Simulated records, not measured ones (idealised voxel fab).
You're looking at the process module voxel self aligned vias.
245 nm wide, 5 nm square cells: that's cross-section cut.
For the purposes of this document, a cross-section shall be understood as a grid of square cells, specified as bands listed in top-to-bottom order, each band consisting of one or more rows of cells.
Heads up on the band format: heights come first, top then bottom, in nm. After that it's the materials left to right, each with its width in nm. A single material flagged "everywhere" fills the whole band edge to edge, and "empty" means there's empty space there.
Height 0 is the level under which the wafer as received is all one material. The lowest band goes on downwards, as in "0 down".
Top row gets the first number, bottom row gets the second, and each row in between changes by the same step: that is how a band width like "30..40" works.
"all unchanged" for a step: no cell of the cross-section changed in that step.
What "Enclosed empty spaces" gives you is every empty space of 8 cells or more that is cut off from the top. Each appears as width x height at distance, with the distance taken from the left edge and width, height and distance all in nm.
On each step's line, the part that comes after the settings is the simulator's own comment on the step.
You can add "overlay nm" to a step's line. For a step with a mask, it describes how far the mask lay to the right of its planned position, and a negative number describes a lay to the left.
Below is the list of planned process steps:
- 1: RECEIVE | material Si
- 2: CONFORMAL_DEP | material SiO2 | thk nm 15
- 3: CONFORMAL_DEP | material SiCN | thk nm 5
- 4: DIRECTIONAL_DEP | material SiO2 | thk nm 20
- 5: MASKED_ETCH | tone open | mask id LINES | width nm 25 | pitch nm 60 | etch materials SiO2 | depth nm 20 | overlay nm 0
- 6: CONFORMAL_DEP | material TiN | thk nm 5
- 7: FILL_DEP | material W | thk nm 10
- 8: CMP | height nm 40
- 9: SELECTIVE_ETCH | etch materials W Ru TiN | depth nm 10
- 10: FILL_DEP | material SiN | thk nm 5
- 11: CMP | height nm 40
- 12: DIRECTIONAL_DEP | material SiO2 | thk nm 15
- 13: MASKED_ETCH | tone open | mask id VIAS | width nm 45 | pitch nm 60 | etch materials SiO2 | depth nm 15 | overlay nm 0
- 14: MASKED_ETCH | tone open | mask id VIAS | width nm 45 | pitch nm 60 | etch materials SiN | depth nm 10 | overlay nm 0
- 15: CONFORMAL_DEP | material TiN | thk nm 5
- 16: FILL_DEP | material Cu | thk nm 10
- 17: CMP | height nm 55
- 18: CONFORMAL_DEP | material SiCN | thk nm 5
Of two wafers, the first: run according to plan:
As received (post step 1): cross-section:
    0 down  Si everywhere
    Enclosed empty spaces: none
Cross-section of the wafer subsequent to step 2:
    15 to 0  SiO2 everywhere
    At heights below 0, the structure remains unaltered.
Cross-section of the wafer subsequent to step 3:
    20 to 15  SiCN everywhere
    At heights below 15, the structure remains unaltered.
Cross-section of the wafer subsequent to step 4:
    40 to 20  SiO2 everywhere
    At heights below 20, the structure remains unaltered.
Cross-section of the wafer subsequent to step 5:
    40 to 20  SiO2=80, empty=25, SiO2=35, empty=25, SiO2=80
    At heights below 20, the structure remains unaltered.
Cross-section of the wafer subsequent to step 6:
    45 to 40  TiN=85, empty=15, TiN=45, empty=15, TiN=85
    40 to 25  SiO2=80, TiN=5, empty=15, TiN=5, SiO2=35, TiN=5, empty=15, TiN=5, SiO2=80
    25 to 20  SiO2=80, TiN=25, SiO2=35, TiN=25, SiO2=80
    At heights below 20, the structure remains unaltered.
Cross-section of the wafer subsequent to step 7:
    55 to 45  W everywhere
    45 to 40  TiN=85, W=15, TiN=45, W=15, TiN=85
    40 to 25  SiO2=80, TiN=5, W=15, TiN=5, SiO2=35, TiN=5, W=15, TiN=5, SiO2=80
    At heights below 25, the structure remains unaltered.
Cross-section of the wafer subsequent to step 8:
    40 to 25  SiO2=80, TiN=5, W=15, TiN=5, SiO2=35, TiN=5, W=15, TiN=5, SiO2=80
    At heights below 25, the structure remains unaltered.
Cross-section of the wafer subsequent to step 9:
    40 to 30  SiO2=80, empty=25, SiO2=35, empty=25, SiO2=80
    At heights below 30, the structure remains unaltered.
Cross-section of the wafer subsequent to step 10:
    45 to 40  SiN everywhere
    40 to 30  SiO2=80, SiN=25, SiO2=35, SiN=25, SiO2=80
    At heights below 30, the structure remains unaltered.
Cross-section of the wafer subsequent to step 11:
    40 to 30  SiO2=80, SiN=25, SiO2=35, SiN=25, SiO2=80
    At heights below 30, the structure remains unaltered.
Cross-section of the wafer subsequent to step 12:
    55 to 40  SiO2 everywhere
    At heights below 40, the structure remains unaltered.
Cross-section of the wafer subsequent to step 13:
    55 to 40  SiO2=70, empty=45, SiO2=15, empty=45, SiO2=70
    At heights below 40, the structure remains unaltered.
Cross-section of the wafer subsequent to step 14:
    55 to 40  SiO2=70, empty=45, SiO2=15, empty=45, SiO2=70
    40 to 30  SiO2=80, empty=25, SiO2=35, empty=25, SiO2=80
    At heights below 30, the structure remains unaltered.
Cross-section of the wafer subsequent to step 15:
    60 to 55  TiN=75, empty=35, TiN=25, empty=35, TiN=75
    55 to 45  SiO2=70, TiN=5, empty=35, TiN=5, SiO2=15, TiN=5, empty=35, TiN=5, SiO2=70
    45 to 35  SiO2=70..80, TiN=15..5, empty=15, TiN=15..5, SiO2=15..35, TiN=15..5, empty=15, TiN=15..5, SiO2=70..80
    35 to 30  SiO2=80, TiN=25, SiO2=35, TiN=25, SiO2=80
    At heights below 30, the structure remains unaltered.
Cross-section of the wafer subsequent to step 16:
    70 to 60  Cu everywhere
    60 to 55  TiN=75, Cu=35, TiN=25, Cu=35, TiN=75
    55 to 45  SiO2=70, TiN=5, Cu=35, TiN=5, SiO2=15, TiN=5, Cu=35, TiN=5, SiO2=70
    45 to 35  SiO2=70..80, TiN=15..5, Cu=15, TiN=15..5, SiO2=15..35, TiN=15..5, Cu=15, TiN=15..5, SiO2=70..80
    At heights below 35, the structure remains unaltered.
Cross-section of the wafer subsequent to step 17:
    55 to 45  SiO2=70, TiN=5, Cu=35, TiN=5, SiO2=15, TiN=5, Cu=35, TiN=5, SiO2=70
    At heights below 45, the structure remains unaltered.
Cross-section of the wafer subsequent to step 18:
    60 to 55  SiCN everywhere
    At heights below 55, the structure remains unaltered.
What follows concerns the second wafer, which started out like the first and was meant to follow the very same plan; one mistake crept in when it was run, but everything up to and including step 1 is the same as for the first wafer:
when step 2 should have ended:
    10 to 0  SiO2 everywhere
    At heights below 0, the structure remains unaltered.
when step 3 should have ended:
    15 to 10  SiCN everywhere
    At heights below 10, the structure remains unaltered.
when step 4 should have ended:
    35 to 15  SiO2 everywhere
    At heights below 15, the structure remains unaltered.
when step 5 should have ended:
    35 to 15  SiO2=80, empty=25, SiO2=35, empty=25, SiO2=80
    At heights below 15, the structure remains unaltered.
when step 6 should have ended:
    40 to 35  TiN=85, empty=15, TiN=45, empty=15, TiN=85
    35 to 20  SiO2=80, TiN=5, empty=15, TiN=5, SiO2=35, TiN=5, empty=15, TiN=5, SiO2=80
    20 to 15  SiO2=80, TiN=25, SiO2=35, TiN=25, SiO2=80
    At heights below 15, the structure remains unaltered.
when step 7 should have ended:
    50 to 40  W everywhere
    40 to 35  TiN=85, W=15, TiN=45, W=15, TiN=85
    35 to 20  SiO2=80, TiN=5, W=15, TiN=5, SiO2=35, TiN=5, W=15, TiN=5, SiO2=80
    At heights below 20, the structure remains unaltered.
when step 8 should have ended:
    40 to 35  TiN=85, W=15, TiN=45, W=15, TiN=85
    At heights below 35, the structure remains unaltered.
when step 9 should have ended:
    35 to 30  SiO2=80, empty=25, SiO2=35, empty=25, SiO2=80
    At heights below 30, the structure remains unaltered.
when step 10 should have ended:
    40 to 35  SiN everywhere
    35 to 30  SiO2=80, SiN=25, SiO2=35, SiN=25, SiO2=80
    At heights below 30, the structure remains unaltered.
when step 11 should have ended: all unchanged
when step 12 should have ended:
    55 to 40  SiO2 everywhere
    At heights below 40, the structure remains unaltered.
when step 13 should have ended:
    55 to 40  SiO2=70, empty=45, SiO2=15, empty=45, SiO2=70
    At heights below 40, the structure remains unaltered.
when step 14 should have ended:
    55 to 40  SiO2=70, empty=45, SiO2=15, empty=45, SiO2=70
    40 to 35  SiN=70, empty=45, SiN=15, empty=45, SiN=70
    35 to 30  SiO2=80, empty=25, SiO2=35, empty=25, SiO2=80
    At heights below 30, the structure remains unaltered.
when step 15 should have ended:
    60 to 55  TiN=75, empty=35, TiN=25, empty=35, TiN=75
    55 to 40  SiO2=70, TiN=5, empty=35, TiN=5, SiO2=15, TiN=5, empty=35, TiN=5, SiO2=70
    40 to 35  SiN=70, TiN=15, empty=15, TiN=15, SiN=15, TiN=15, empty=15, TiN=15, SiN=70
    35 to 30  SiO2=80, TiN=25, SiO2=35, TiN=25, SiO2=80
    At heights below 30, the structure remains unaltered.
when step 16 should have ended:
    70 to 60  Cu everywhere
    60 to 55  TiN=75, Cu=35, TiN=25, Cu=35, TiN=75
    55 to 40  SiO2=70, TiN=5, Cu=35, TiN=5, SiO2=15, TiN=5, Cu=35, TiN=5, SiO2=70
    40 to 35  SiN=70, TiN=15, Cu=15, TiN=15, SiN=15, TiN=15, Cu=15, TiN=15, SiN=70
    At heights below 35, the structure remains unaltered.
when step 17 should have ended:
    55 to 40  SiO2=70, TiN=5, Cu=35, TiN=5, SiO2=15, TiN=5, Cu=35, TiN=5, SiO2=70
    At heights below 40, the structure remains unaltered.
when step 18 should have ended:
    60 to 55  SiCN everywhere
    At heights below 55, the structure remains unaltered.
Where did the run depart from the plan? step 2 was not run as planned; what actually ran was CONFORMAL_DEP | material SiO2 | thk nm 10
Bottom line after processing is that, in cells, the second wafer is up or down on some materials versus the first: Cu +8, SiN +31, SiO2 -49, TiN +4, W +6
